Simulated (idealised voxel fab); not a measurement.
The process module presented herein is designated voxel wiring stack.
Cross-section cut: width 280 nm, square cells of 5 nm.
Throughout this document, each cross-section is represented as a grid of square cells and is presented as a sequence of bands enumerated from the top downward, where a band comprises one or more rows of cells. The entry gives the band's vertical extent as a top height and a bottom height in nm, then its horizontal make-up as materials from left to right, each with a width in nm. "air" stands for empty space; a single material marked "everywhere" fills the band edge to edge. Note: height 0 marks the level under which the wafer is uniformly one material as received. Lowest band unbounded below, written "0..down". So if you see something like "30 to 40" for the width, read it as the top row of the band sitting at the first number and the bottom row at the second, with every row in between moving by the same amount as the last. Step note "no change" = no cross-section cell changed. Enclosed voids (no open way to top), threshold 8 cells or more, entry "Enclosed internal cavities", notation width x height at distance, distance from left edge, nm. Past the settings on a step's line: simulator remark, on that step. overlay nm: for a step with a mask, the amount by which the mask lay right of where it was planned; a negative amount means left of it. Below you will find pairs of cross-sections. In each, one shows the wafer before one process step and the other after it, with the after view ending at the lowest band that changed. Under each pair is the step separating them, along with its settings. Do not assume the pairs form a chain: they can come from different runs of this module on the same starting wafer, and a pair continues from the pair above it only when its "Cross-section, before" entry says so.

### Cross-section, before
> 100..85 | aC: 65, then air: 15, then aC: 105, then air: 15, then aC: 80
> 85..45 | lowk everywhere
> 45..40 | SiCN everywhere
> 40..15 | lowk: 65, then TiN: 5, then W: 20, then TiN: 5, then lowk: 30, then TiN: 5, then W: 20, then TiN: 5, then lowk: 30, then TiN: 5, then W: 20, then TiN: 5, then lowk: 65
> 15..10 | SiN: 65, then TiN: 30, then SiN: 30, then TiN: 30, then SiN: 30, then TiN: 30, then SiN: 65
> 10..0 | SiO2 everywhere
> 0..down | Si everywhere
> Enclosed internal cavities: none

### Sectional Result
> 100..85 | aC: 65, then air: 15, then aC: 105, then air: 15, then aC: 80
> 85..65 | lowk: 65, then air: 15, then lowk: 105, then air: 15, then lowk: 80
> At heights below 65, the structure remains unaltered.
> Enclosed internal cavities: none
Between the two cross-sections shown above lies DIRECTIONAL_ETCH | etch materials lowk | depth nm 20

Cross-section, before: the pre-step structure is the one depicted after the step in the pair just above.

### Sectional Result
> 85..65 | lowk: 65, then air: 15, then lowk: 105, then air: 15, then lowk: 80
> At heights below 65, the structure remains unaltered.
> Enclosed internal cavities: none
Between the two cross-sections shown above lies STRIP | etch materials aC

Cross-section, before: the pre-step structure is the one depicted after the step in the pair just above.

### Sectional Result
> 90..85 | SiCN: 70, then air: 5, then SiCN: 115, then air: 5, then SiCN: 85
> 85..70 | lowk: 65, then SiCN: 5, then air: 5, then SiCN: 5, then lowk: 105, then SiCN: 5, then air: 5, then SiCN: 5, then lowk: 80
> 70..65 | lowk: 65, then SiCN: 15, then lowk: 105, then SiCN: 15, then lowk: 80
> At heights below 65, the structure remains unaltered.
> Enclosed internal cavities: none
Between the two cross-sections shown above lies CONFORMAL_DEP | material SiCN | thk nm 5

Cross-section, before: the pre-step structure is the one depicted after the step in the pair just above.

### Sectional Result
> 115..95 | lowk: 70, then air: 5, then lowk: 115, then air: 5, then lowk: 85
> 95..90 | lowk everywhere
> 90..85 | SiCN: 70, then lowk: 5, then SiCN: 115, then lowk: 5, then SiCN: 85
> 85..70 | lowk: 65, then SiCN: 5, then lowk: 5, then SiCN: 5, then lowk: 105, then SiCN: 5, then lowk: 5, then SiCN: 5, then lowk: 80
> At heights below 70, the structure remains unaltered.
> Enclosed internal cavities: none
Between the two cross-sections shown above lies DIRECTIONAL_DEP | material lowk | thk nm 25

Cross-section, before: the pre-step structure is the one depicted after the step in the pair just above.

### Sectional Result
> 115..90 | lowk: 65, then air: 30, then lowk: 30, then air: 30, then lowk: 30, then air: 30, then lowk: 65
> 90..85 | SiCN: 70, then air: 5, then SiCN: 115, then air: 5, then SiCN: 85
> 85..70 | lowk: 65, then SiCN: 5, then air: 5, then SiCN: 5, then lowk: 105, then SiCN: 5, then air: 5, then SiCN: 5, then lowk: 80
> At heights below 70, the structure remains unaltered.
> Enclosed internal cavities: none
Between the two cross-sections shown above lies MASKED_ETCH | tone open | mask id METAL_2 | width nm 30 | pitch nm 60 | etch materials lowk | depth nm 25 | overlay nm 0

Cross-section, before: the pre-step structure is the one depicted after the step in the pair just above.

### Sectional Result
> 115..90 | lowk: 65, then air: 30, then lowk: 30, then air: 30, then lowk: 30, then air: 30, then lowk: 65
> 90..85 | SiCN: 65, then air: 30, then SiCN: 30, then air: 30, then SiCN: 30, then air: 30, then SiCN: 65
> 85..65 | lowk: 65, then SiCN: 5, then air: 5, then SiCN: 5, then lowk: 105, then SiCN: 5, then air: 5, then SiCN: 5, then lowk: 80
> At heights below 65, the structure remains unaltered.
> Enclosed internal cavities: none
Between the two cross-sections shown above lies MASKED_ETCH | tone open | mask id METAL_2 | width nm 30 | pitch nm 60 | etch materials SiCN | depth nm 5 | overlay nm 0

Cross-section, before: the pre-step structure is the one depicted after the step in the pair just above.

### Sectional Result
> 120..115 | TiN: 70, then air: 20, then TiN: 40, then air: 20, then TiN: 40, then air: 20, then TiN: 70
> 115..90 | lowk: 65, then TiN: 5, then air: 20, then TiN: 5, then lowk: 30, then TiN: 5, then air: 20, then TiN: 5, then lowk: 30, then TiN: 5, then air: 20, then TiN: 5, then lowk: 65
> 90..85 | SiCN: 65, then TiN: 30, then SiCN: 30, then TiN: 30, then SiCN: 30, then TiN: 30, then SiCN: 65
> 85..65 | lowk: 65, then SiCN: 5, then TiN: 5, then SiCN: 5, then lowk: 105, then SiCN: 5, then TiN: 5, then SiCN: 5, then lowk: 80
> At heights below 65, the structure remains unaltered.
> Enclosed internal cavities: none
Between the two cross-sections shown above lies CONFORMAL_DEP | material TiN | thk nm 5

Cross-section, before: the pre-step structure is the one depicted after the step in the pair just above.

### Sectional Result
> 130..120 | Cu everywhere
> 120..115 | TiN: 70, then Cu: 20, then TiN: 40, then Cu: 20, then TiN: 40, then Cu: 20, then TiN: 70
> 115..90 | lowk: 65, then TiN: 5, then Cu: 20, then TiN: 5, then lowk: 30, then TiN: 5, then Cu: 20, then TiN: 5, then lowk: 30, then TiN: 5, then Cu: 20, then TiN: 5, then lowk: 65
> At heights below 90, the structure remains unaltered.
> Enclosed internal cavities: none
Between the two cross-sections shown above lies FILL_DEP | material Cu | thk nm 10

Cross-section, before: the pre-step structure is the one depicted after the step in the pair just above.

### Sectional Result
> 95..90 | lowk: 65, then TiN: 5, then Cu: 20, then TiN: 5, then lowk: 30, then TiN: 5, then Cu: 20, then TiN: 5, then lowk: 30, then TiN: 5, then Cu: 20, then TiN: 5, then lowk: 65
> At heights below 90, the structure remains unaltered.
> Enclosed internal cavities: none
Between the two cross-sections shown above lies CMP | height nm 95

Cross-section, before: the pre-step structure is the one depicted after the step in the pair just above.

### Sectional Result
> 100..95 | SiCN everywhere
> At heights below 95, the structure remains unaltered.
> Enclosed internal cavities: none
Between the two cross-sections shown above lies CONFORMAL_DEP | material SiCN | thk nm 5

Cross-section, before: the pre-step structure is the one depicted after the step in the pair just above.

### Sectional Result
> 135..100 | SiO2 everywhere
> At heights below 100, the structure remains unaltered.
> Enclosed internal cavities: none
Between the two cross-sections shown above lies DIRECTIONAL_DEP | material SiO2 | thk nm 35

Cross-section, before: the pre-step structure is the one depicted after the step in the pair just above.

### Sectional Result
> 145..135 | aC everywhere
> At heights below 135, the structure remains unaltered.
> Enclosed internal cavities: none
Between the two cross-sections shown above lies DIRECTIONAL_DEP | material aC | thk nm 10

Cross-section, before: the pre-step structure is the one depicted after the step in the pair just above.

### Sectional Result
> 175..145 | resist: 65, then air: 30, then resist: 30, then air: 30, then resist: 30, then air: 30, then resist: 65
> At heights below 145, the structure remains unaltered.
> Enclosed internal cavities: none
Between the two cross-sections shown above lies PATTERN | tone open | mask id METAL_3 | material resist | width nm 30 | pitch nm 60 | thk nm 30 | overlay nm 0

Cross-section, before: the pre-step structure is the one depicted after the step in the pair just above.

### Sectional Result
> 165..145 | resist: 65, then air: 30, then resist: 30, then air: 30, then resist: 30, then air: 30, then resist: 65
> 145..135 | aC: 65, then air: 30, then aC: 30, then air: 30, then aC: 30, then air: 30, then aC: 65
> At heights below 135, the structure remains unaltered.
> Enclosed internal cavities: none
Between the two cross-sections shown above lies DIRECTIONAL_ETCH | etch materials aC | depth nm 10

Cross-section, before: the pre-step structure is the one depicted after the step in the pair just above.

### Sectional Result
> 145..135 | aC: 65, then air: 30, then aC: 30, then air: 30, then aC: 30, then air: 30, then aC: 65
> At heights below 135, the structure remains unaltered.
> Enclosed internal cavities: none
Between the two cross-sections shown above lies STRIP | etch materials resist

Cross-section, before: the pre-step structure is the one depicted after the step in the pair just above.

### Sectional Result
> 145..135 | aC: 65, then air: 30, then aC: 30, then air: 30, then aC: 30, then air: 30, then aC: 65
> 135..115 | SiO2: 65, then air: 30, then SiO2: 30, then air: 30, then SiO2: 30, then air: 30, then SiO2: 65
> At heights below 115, the structure remains unaltered.
> Enclosed internal cavities: none
Between the two cross-sections shown above lies DIRECTIONAL_ETCH | etch materials SiO2 | depth nm 20

Cross-section, before: the pre-step structure is the one depicted after the step in the pair just above.

### Sectional Result
> 135..115 | SiO2: 65, then air: 30, then SiO2: 30, then air: 30, then SiO2: 30, then air: 30, then SiO2: 65
> At heights below 115, the structure remains unaltered.
> Enclosed internal cavities: none
Between the two cross-sections shown above lies STRIP | etch materials aC

Cross-section, before: the pre-step structure is the one depicted after the step in the pair just above.

### Sectional Result
> 150..135 | resist: 65, then air: 15, then resist: 105, then air: 15, then resist: 80
> 135..115 | SiO2: 65, then air: 15, then resist: 15, then SiO2: 30, then resist: 30, then SiO2: 30, then air: 15, then resist: 15, then SiO2: 65
> At heights below 115, the structure remains unaltered.
> Enclosed internal cavities: none
Between the two cross-sections shown above lies PATTERN | tone open | mask id METAL_3_HOLES | material resist | width nm 15 | pitch nm 120 | thk nm 15 | overlay nm 0

Cross-section, before: the pre-step structure is the one depicted after the step in the pair just above.

### Sectional Result
> 150..135 | resist: 65, then air: 15, then resist: 105, then air: 15, then resist: 80
> 135..115 | SiO2: 65, then air: 15, then resist: 15, then SiO2: 30, then resist: 30, then SiO2: 30, then air: 15, then resist: 15, then SiO2: 65
> 115..100 | SiO2: 65, then air: 15, then SiO2: 105, then air: 15, then SiO2: 80
> At heights below 100, the structure remains unaltered.
> Enclosed internal cavities: none
Between the two cross-sections shown above lies DIRECTIONAL_ETCH | etch materials SiO2 | depth nm 15

Cross-section, before: the pre-step structure is the one depicted after the step in the pair just above.

### Sectional Result
> 150..135 | resist: 65, then air: 15, then resist: 105, then air: 15, then resist: 80
> 135..115 | SiO2: 65, then air: 15, then resist: 15, then SiO2: 30, then resist: 30, then SiO2: 30, then air: 15, then resist: 15, then SiO2: 65
> 115..100 | SiO2: 65, then air: 15, then SiO2: 105, then air: 15, then SiO2: 80
> 100..95 | SiCN: 65, then air: 15, then SiCN: 105, then air: 15, then SiCN: 80
> At heights below 95, the structure remains unaltered.
> Enclosed internal cavities: none
Between the two cross-sections shown above lies DIRECTIONAL_ETCH | etch materials SiCN | depth nm 5

Cross-section, before: the pre-step structure is the one depicted after the step in the pair just above.

### Sectional Result
> 135..115 | SiO2: 65, then air: 30, then SiO2: 30, then air: 30, then SiO2: 30, then air: 30, then SiO2: 65
> At heights below 115, the structure remains unaltered.
> Enclosed internal cavities: none
Between the two cross-sections shown above lies STRIP | etch materials resist

Cross-section, before: the pre-step structure is the one depicted after the step in the pair just above.

### Sectional Result
> 140..135 | TiN: 70, then air: 20, then TiN: 40, then air: 20, then TiN: 40, then air: 20, then TiN: 70
> 135..120 | SiO2: 65, then TiN: 5, then air: 20, then TiN: 5, then SiO2: 30, then TiN: 5, then air: 20, then TiN: 5, then SiO2: 30, then TiN: 5, then air: 20, then TiN: 5, then SiO2: 65
> 120..115 | SiO2: 65, then TiN: 5, then air: 5, then TiN: 20, then SiO2: 30, then TiN: 30, then SiO2: 30, then TiN: 5, then air: 5, then TiN: 20, then SiO2: 65
> 115..100 | SiO2: 65, then TiN: 5, then air: 5, then TiN: 5, then SiO2: 105, then TiN: 5, then air: 5, then TiN: 5, then SiO2: 80
> 100..95 | SiCN: 65, then TiN: 15, then SiCN: 105, then TiN: 15, then SiCN: 80
> At heights below 95, the structure remains unaltered.
> Enclosed internal cavities: none
Between the two cross-sections shown above lies CONFORMAL_DEP | material TiN | thk nm 5

Cross-section, before: the pre-step structure is the one depicted after the step in the pair just above.

### Sectional Result
> 150..140 | Cu everywhere
> 140..135 | TiN: 70, then Cu: 20, then TiN: 40, then Cu: 20, then TiN: 40, then Cu: 20, then TiN: 70
> 135..120 | SiO2: 65, then TiN: 5, then Cu: 20, then TiN: 5, then SiO2: 30, then TiN: 5, then Cu: 20, then TiN: 5, then SiO2: 30, then TiN: 5, then Cu: 20, then TiN: 5, then SiO2: 65
> 120..115 | SiO2: 65, then TiN: 5, then Cu: 5, then TiN: 20, then SiO2: 30, then TiN: 30, then SiO2: 30, then TiN: 5, then Cu: 5, then TiN: 20, then SiO2: 65
> 115..100 | SiO2: 65, then TiN: 5, then Cu: 5, then TiN: 5, then SiO2: 105, then TiN: 5, then Cu: 5, then TiN: 5, then SiO2: 80
> At heights below 100, the structure remains unaltered.
> Enclosed internal cavities: none
Between the two cross-sections shown above lies FILL_DEP | material Cu | thk nm 10

Cross-section, before: the pre-step structure is the one depicted after the step in the pair just above.

### Sectional Result
> 135..120 | SiO2: 65, then TiN: 5, then Cu: 20, then TiN: 5, then SiO2: 30, then TiN: 5, then Cu: 20, then TiN: 5, then SiO2: 30, then TiN: 5, then Cu: 20, then TiN: 5, then SiO2: 65
> At heights below 120, the structure remains unaltered.
> Enclosed internal cavities: none
Between the two cross-sections shown above lies CMP | height nm 135

Cross-section, before: the pre-step structure is the one depicted after the step in the pair just above.

### Sectional Result
> 140..135 | SiN everywhere
> At heights below 135, the structure remains unaltered.
> Enclosed internal cavities: none
Between the two cross-sections shown above lies CONFORMAL_DEP | material SiN | thk nm 5

### Cross-section, before
> 95..70 | lowk: 65, then TiN: 5, then Cu: 20, then TiN: 5, then lowk: 30, then TiN: 5, then Cu: 20, then TiN: 5, then lowk: 30, then TiN: 5, then Cu: 20, then TiN: 5, then lowk: 65
> 70..65 | SiCN: 65, then TiN: 30, then SiCN: 30, then TiN: 30, then SiCN: 30, then TiN: 30, then SiCN: 65
> 65..45 | lowk: 65, then Ru: 15, then lowk: 105, then Ru: 15, then lowk: 80
> 45..40 | SiCN: 65, then Ru: 15, then SiCN: 105, then Ru: 15, then SiCN: 80
> 40..15 | lowk: 65, then TiN: 5, then W: 20, then TiN: 5, then lowk: 30, then TiN: 5, then W: 20, then TiN: 5, then lowk: 30, then TiN: 5, then W: 20, then TiN: 5, then lowk: 65
> 15..10 | SiN: 65, then TiN: 30, then SiN: 30, then TiN: 30, then SiN: 30, then TiN: 30, then SiN: 65
> 10..0 | SiO2 everywhere
> 0..down | Si everywhere
> Enclosed internal cavities: none

### Sectional Result
> 130..95 | SiO2 everywhere
> At heights below 95, the structure remains unaltered.
> Enclosed internal cavities: none
Between the two cross-sections shown above lies DIRECTIONAL_DEP | material SiO2 | thk nm 35

Cross-section, before: the pre-step structure is the one depicted after the step in the pair just above.

### Sectional Result
> 135..130 | SiCN everywhere
> At heights below 130, the structure remains unaltered.
> Enclosed internal cavities: none
Between the two cross-sections shown above lies CONFORMAL_DEP | material SiCN | thk nm 5

Cross-section, before: the pre-step structure is the one depicted after the step in the pair just above.

### Sectional Result
> 145..135 | aC everywhere
> At heights below 135, the structure remains unaltered.
> Enclosed internal cavities: none
Between the two cross-sections shown above lies DIRECTIONAL_DEP | material aC | thk nm 10

Cross-section, before: the pre-step structure is the one depicted after the step in the pair just above.

### Sectional Result
> 175..145 | resist: 65, then air: 30, then resist: 30, then air: 30, then resist: 30, then air: 30, then resist: 65
> At heights below 145, the structure remains unaltered.
> Enclosed internal cavities: none
Between the two cross-sections shown above lies PATTERN | tone open | mask id METAL_3 | material resist | width nm 30 | pitch nm 60 | thk nm 30 | overlay nm 0

Cross-section, before: the pre-step structure is the one depicted after the step in the pair just above.

### Sectional Result
> 165..145 | resist: 65, then air: 30, then resist: 30, then air: 30, then resist: 30, then air: 30, then resist: 65
> 145..135 | aC: 65, then air: 30, then aC: 30, then air: 30, then aC: 30, then air: 30, then aC: 65
> At heights below 135, the structure remains unaltered.
> Enclosed internal cavities: none
Between the two cross-sections shown above lies DIRECTIONAL_ETCH | etch materials aC | depth nm 10

Cross-section, before: the pre-step structure is the one depicted after the step in the pair just above.

### Sectional Result
> 145..135 | aC: 65, then air: 30, then aC: 30, then air: 30, then aC: 30, then air: 30, then aC: 65
> At heights below 135, the structure remains unaltered.
> Enclosed internal cavities: none
Between the two cross-sections shown above lies STRIP | etch materials resist

Cross-section, before: the pre-step structure is the one depicted after the step in the pair just above.

### Sectional Result
> 135..130 | SiCN everywhere
> At heights below 130, the structure remains unaltered.
> Enclosed internal cavities: none
Between the two cross-sections shown above lies STRIP | etch materials aC

Cross-section, before: the pre-step structure is the one depicted after the step in the pair just above.

### Sectional Result
> 150..135 | resist: 65, then air: 15, then resist: 105, then air: 15, then resist: 80
> At heights below 135, the structure remains unaltered.
> Enclosed internal cavities: none
Between the two cross-sections shown above lies PATTERN | tone open | mask id METAL_3_HOLES | material resist | width nm 15 | pitch nm 120 | thk nm 15 | overlay nm 0

Cross-section, before: the pre-step structure is the one depicted after the step in the pair just above.

### Sectional Result
> 150..135 | resist: 65, then air: 15, then resist: 105, then air: 15, then resist: 80
> 135..130 | SiCN: 65, then air: 15, then SiCN: 105, then air: 15, then SiCN: 80
> At heights below 130, the structure remains unaltered.
> Enclosed internal cavities: none
Between the two cross-sections shown above lies DIRECTIONAL_ETCH | etch materials SiCN | depth nm 5

Cross-section, before: the pre-step structure is the one depicted after the step in the pair just above.

### Sectional Result
> 135..130 | SiCN: 65, then air: 15, then SiCN: 105, then air: 15, then SiCN: 80
> At heights below 130, the structure remains unaltered.
> Enclosed internal cavities: none
Between the two cross-sections shown above lies STRIP | etch materials resist

Cross-section, before: the pre-step structure is the one depicted after the step in the pair just above.

### Sectional Result
> 140..135 | TiN: 70, then air: 5, then TiN: 115, then air: 5, then TiN: 85
> 135..130 | SiCN: 65, then TiN: 15, then SiCN: 105, then TiN: 15, then SiCN: 80
> At heights below 130, the structure remains unaltered.
> Enclosed internal cavities: none
Between the two cross-sections shown above lies CONFORMAL_DEP | material TiN | thk nm 5

Cross-section, before: the pre-step structure is the one depicted after the step in the pair just above.

### Sectional Result
> 150..140 | Cu everywhere
> 140..135 | TiN: 70, then Cu: 5, then TiN: 115, then Cu: 5, then TiN: 85
> At heights below 135, the structure remains unaltered.
> Enclosed internal cavities: none
Between the two cross-sections shown above lies FILL_DEP | material Cu | thk nm 10

Cross-section, before: the pre-step structure is the one depicted after the step in the pair just above.

### Sectional Result
> 135..130 | SiCN: 65, then TiN: 15, then SiCN: 105, then TiN: 15, then SiCN: 80
> At heights below 130, the structure remains unaltered.
> Enclosed internal cavities: none
Between the two cross-sections shown above lies CMP | height nm 135

Cross-section, before: the pre-step structure is the one depicted after the step in the pair just above.

### Sectional Result
> 140..135 | SiN everywhere
> At heights below 135, the structure remains unaltered.
> Enclosed internal cavities: none
Between the two cross-sections shown above lies CONFORMAL_DEP | material SiN | thk nm 5

### Cross-section, before
> 80..65 | aC: 65, then air: 15, then aC: 105, then air: 15, then aC: 80
> 65..45 | lowk everywhere
> 45..40 | SiCN everywhere
> 40..15 | lowk: 65, then TiN: 5, then W: 20, then TiN: 5, then lowk: 30, then TiN: 5, then W: 20, then TiN: 5, then lowk: 30, then TiN: 5, then W: 20, then TiN: 5, then lowk: 65
> 15..10 | SiN: 65, then TiN: 30, then SiN: 30, then TiN: 30, then SiN: 30, then TiN: 30, then SiN: 65
> 10..0 | SiO2 everywhere
> 0..down | Si everywhere
> Enclosed internal cavities: none

### Sectional Result
> 80..65 | aC: 65, then air: 15, then aC: 105, then air: 15, then aC: 80
> 65..55 | lowk: 65, then air: 15, then lowk: 105, then air: 15, then lowk: 80
> At heights below 55, the structure remains unaltered.
> Enclosed internal cavities: none
Between the two cross-sections shown above lies DIRECTIONAL_ETCH | etch materials lowk | depth nm 10

Cross-section, before: the pre-step structure is the one depicted after the step in the pair just above.

### Sectional Result
> 65..55 | lowk: 65, then air: 15, then lowk: 105, then air: 15, then lowk: 80
> At heights below 55, the structure remains unaltered.
> Enclosed internal cavities: none
Between the two cross-sections shown above lies STRIP | etch materials aC

Cross-section, before: the pre-step structure is the one depicted after the step in the pair just above.

### Sectional Result
> 70..65 | SiCN: 70, then air: 5, then SiCN: 115, then air: 5, then SiCN: 85
> 65..60 | lowk: 65, then SiCN: 5, then air: 5, then SiCN: 5, then lowk: 105, then SiCN: 5, then air: 5, then SiCN: 5, then lowk: 80
> 60..55 | lowk: 65, then SiCN: 15, then lowk: 105, then SiCN: 15, then lowk: 80
> At heights below 55, the structure remains unaltered.
> Enclosed internal cavities: none
Between the two cross-sections shown above lies CONFORMAL_DEP | material SiCN | thk nm 5

Cross-section, before: the pre-step structure is the one depicted after the step in the pair just above.

### Sectional Result
> 95..85 | lowk: 70, then air: 5, then lowk: 115, then air: 5, then lowk: 85
> 85..70 | lowk everywhere
> 70..65 | SiCN: 70, then lowk: 5, then SiCN: 115, then lowk: 5, then SiCN: 85
> 65..60 | lowk: 65, then SiCN: 5, then lowk: 5, then SiCN: 5, then lowk: 105, then SiCN: 5, then lowk: 5, then SiCN: 5, then lowk: 80
> At heights below 60, the structure remains unaltered.
> Enclosed internal cavities: none
Between the two cross-sections shown above lies DIRECTIONAL_DEP | material lowk | thk nm 25

Cross-section, before: the pre-step structure is the one depicted after the step in the pair just above.

### Sectional Result
> 95..70 | lowk: 65, then air: 30, then lowk: 30, then air: 30, then lowk: 30, then air: 30, then lowk: 65
> 70..65 | SiCN: 70, then air: 5, then SiCN: 115, then air: 5, then SiCN: 85
> 65..60 | lowk: 65, then SiCN: 5, then air: 5, then SiCN: 5, then lowk: 105, then SiCN: 5, then air: 5, then SiCN: 5, then lowk: 80
> At heights below 60, the structure remains unaltered.
> Enclosed internal cavities: none
Between the two cross-sections shown above lies MASKED_ETCH | tone open | mask id METAL_2 | width nm 30 | pitch nm 60 | etch materials lowk | depth nm 25 | overlay nm 0

Cross-section, before: the pre-step structure is the one depicted after the step in the pair just above.

### Sectional Result
> 95..70 | lowk: 65, then air: 30, then lowk: 30, then air: 30, then lowk: 30, then air: 30, then lowk: 65
> 70..65 | SiCN: 65, then air: 30, then SiCN: 30, then air: 30, then SiCN: 30, then air: 30, then SiCN: 65
> 65..55 | lowk: 65, then SiCN: 5, then air: 5, then SiCN: 5, then lowk: 105, then SiCN: 5, then air: 5, then SiCN: 5, then lowk: 80
> At heights below 55, the structure remains unaltered.
> Enclosed internal cavities: none
Between the two cross-sections shown above lies MASKED_ETCH | tone open | mask id METAL_2 | width nm 30 | pitch nm 60 | etch materials SiCN | depth nm 5 | overlay nm 0

Cross-section, before: the pre-step structure is the one depicted after the step in the pair just above.

### Sectional Result
> 100..95 | TiN: 70, then air: 20, then TiN: 40, then air: 20, then TiN: 40, then air: 20, then TiN: 70
> 95..70 | lowk: 65, then TiN: 5, then air: 20, then TiN: 5, then lowk: 30, then TiN: 5, then air: 20, then TiN: 5, then lowk: 30, then TiN: 5, then air: 20, then TiN: 5, then lowk: 65
> 70..65 | SiCN: 65, then TiN: 30, then SiCN: 30, then TiN: 30, then SiCN: 30, then TiN: 30, then SiCN: 65
> 65..55 | lowk: 65, then SiCN: 5, then TiN: 5, then SiCN: 5, then lowk: 105, then SiCN: 5, then TiN: 5, then SiCN: 5, then lowk: 80
> At heights below 55, the structure remains unaltered.
> Enclosed internal cavities: none
Between the two cross-sections shown above lies CONFORMAL_DEP | material TiN | thk nm 5

Cross-section, before: the pre-step structure is the one depicted after the step in the pair just above.

### Sectional Result
> 110..100 | Cu everywhere
> 100..95 | TiN: 70, then Cu: 20, then TiN: 40, then Cu: 20, then TiN: 40, then Cu: 20, then TiN: 70
> 95..70 | lowk: 65, then TiN: 5, then Cu: 20, then TiN: 5, then lowk: 30, then TiN: 5, then Cu: 20, then TiN: 5, then lowk: 30, then TiN: 5, then Cu: 20, then TiN: 5, then lowk: 65
> At heights below 70, the structure remains unaltered.
> Enclosed internal cavities: none
Between the two cross-sections shown above lies FILL_DEP | material Cu | thk nm 10

Cross-section, before: the pre-step structure is the one depicted after the step in the pair just above.

### Sectional Result
> 95..70 | lowk: 65, then TiN: 5, then Cu: 20, then TiN: 5, then lowk: 30, then TiN: 5, then Cu: 20, then TiN: 5, then lowk: 30, then TiN: 5, then Cu: 20, then TiN: 5, then lowk: 65
> At heights below 70, the structure remains unaltered.
> Enclosed internal cavities: none
Between the two cross-sections shown above lies CMP | height nm 95

Cross-section, before: the pre-step structure is the one depicted after the step in the pair just above.

### Sectional Result
> 100..95 | SiCN everywhere
> At heights below 95, the structure remains unaltered.
> Enclosed internal cavities: none
Between the two cross-sections shown above lies CONFORMAL_DEP | material SiCN | thk nm 5

Cross-section, before: the pre-step structure is the one depicted after the step in the pair just above.

### Sectional Result
> 135..100 | SiO2 everywhere
> At heights below 100, the structure remains unaltered.
> Enclosed internal cavities: none
Between the two cross-sections shown above lies DIRECTIONAL_DEP | material SiO2 | thk nm 35

Cross-section, before: the pre-step structure is the one depicted after the step in the pair just above.

### Sectional Result
> 145..135 | aC everywhere
> At heights below 135, the structure remains unaltered.
> Enclosed internal cavities: none
Between the two cross-sections shown above lies DIRECTIONAL_DEP | material aC | thk nm 10

Cross-section, before: the pre-step structure is the one depicted after the step in the pair just above.

### Sectional Result
> 175..145 | resist: 65, then air: 30, then resist: 30, then air: 30, then resist: 30, then air: 30, then resist: 65
> At heights below 145, the structure remains unaltered.
> Enclosed internal cavities: none
Between the two cross-sections shown above lies PATTERN | tone open | mask id METAL_3 | material resist | width nm 30 | pitch nm 60 | thk nm 30 | overlay nm 0

Cross-section, before: the pre-step structure is the one depicted after the step in the pair just above.

### Sectional Result
> 165..145 | resist: 65, then air: 30, then resist: 30, then air: 30, then resist: 30, then air: 30, then resist: 65
> 145..135 | aC: 65, then air: 30, then aC: 30, then air: 30, then aC: 30, then air: 30, then aC: 65
> At heights below 135, the structure remains unaltered.
> Enclosed internal cavities: none
Between the two cross-sections shown above lies DIRECTIONAL_ETCH | etch materials aC | depth nm 10

Cross-section, before: the pre-step structure is the one depicted after the step in the pair just above.

### Sectional Result
> 145..135 | aC: 65, then air: 30, then aC: 30, then air: 30, then aC: 30, then air: 30, then aC: 65
> At heights below 135, the structure remains unaltered.
> Enclosed internal cavities: none
Between the two cross-sections shown above lies STRIP | etch materials resist

Cross-section, before: the pre-step structure is the one depicted after the step in the pair just above.

### Sectional Result
> 145..135 | aC: 65, then air: 30, then aC: 30, then air: 30, then aC: 30, then air: 30, then aC: 65
> 135..115 | SiO2: 65, then air: 30, then SiO2: 30, then air: 30, then SiO2: 30, then air: 30, then SiO2: 65
> At heights below 115, the structure remains unaltered.
> Enclosed internal cavities: none
Between the two cross-sections shown above lies DIRECTIONAL_ETCH | etch materials SiO2 | depth nm 20

Cross-section, before: the pre-step structure is the one depicted after the step in the pair just above.

### Sectional Result
> 135..115 | SiO2: 65, then air: 30, then SiO2: 30, then air: 30, then SiO2: 30, then air: 30, then SiO2: 65
> At heights below 115, the structure remains unaltered.
> Enclosed internal cavities: none
Between the two cross-sections shown above lies STRIP | etch materials aC

Cross-section, before: the pre-step structure is the one depicted after the step in the pair just above.

### Sectional Result
> 150..135 | resist: 65, then air: 15, then resist: 105, then air: 15, then resist: 80
> 135..115 | SiO2: 65, then air: 15, then resist: 15, then SiO2: 30, then resist: 30, then SiO2: 30, then air: 15, then resist: 15, then SiO2: 65
> At heights below 115, the structure remains unaltered.
> Enclosed internal cavities: none
Between the two cross-sections shown above lies PATTERN | tone open | mask id METAL_3_HOLES | material resist | width nm 15 | pitch nm 120 | thk nm 15 | overlay nm 0

Cross-section, before: the pre-step structure is the one depicted after the step in the pair just above.

### Sectional Result
> 150..135 | resist: 65, then air: 15, then resist: 105, then air: 15, then resist: 80
> 135..115 | SiO2: 65, then air: 15, then resist: 15, then SiO2: 30, then resist: 30, then SiO2: 30, then air: 15, then resist: 15, then SiO2: 65
> 115..100 | SiO2: 65, then air: 15, then SiO2: 105, then air: 15, then SiO2: 80
> At heights below 100, the structure remains unaltered.
> Enclosed internal cavities: none
Between the two cross-sections shown above lies DIRECTIONAL_ETCH | etch materials SiO2 | depth nm 15

Cross-section, before: the pre-step structure is the one depicted after the step in the pair just above.

### Sectional Result
> 150..135 | resist: 65, then air: 15, then resist: 105, then air: 15, then resist: 80
> 135..115 | SiO2: 65, then air: 15, then resist: 15, then SiO2: 30, then resist: 30, then SiO2: 30, then air: 15, then resist: 15, then SiO2: 65
> 115..100 | SiO2: 65, then air: 15, then SiO2: 105, then air: 15, then SiO2: 80
> 100..95 | SiCN: 65, then air: 15, then SiCN: 105, then air: 15, then SiCN: 80
> At heights below 95, the structure remains unaltered.
> Enclosed internal cavities: none
Between the two cross-sections shown above lies DIRECTIONAL_ETCH | etch materials SiCN | depth nm 5

Cross-section, before: the pre-step structure is the one depicted after the step in the pair just above.

### Sectional Result
> 135..115 | SiO2: 65, then air: 30, then SiO2: 30, then air: 30, then SiO2: 30, then air: 30, then SiO2: 65
> At heights below 115, the structure remains unaltered.
> Enclosed internal cavities: none
Between the two cross-sections shown above lies STRIP | etch materials resist
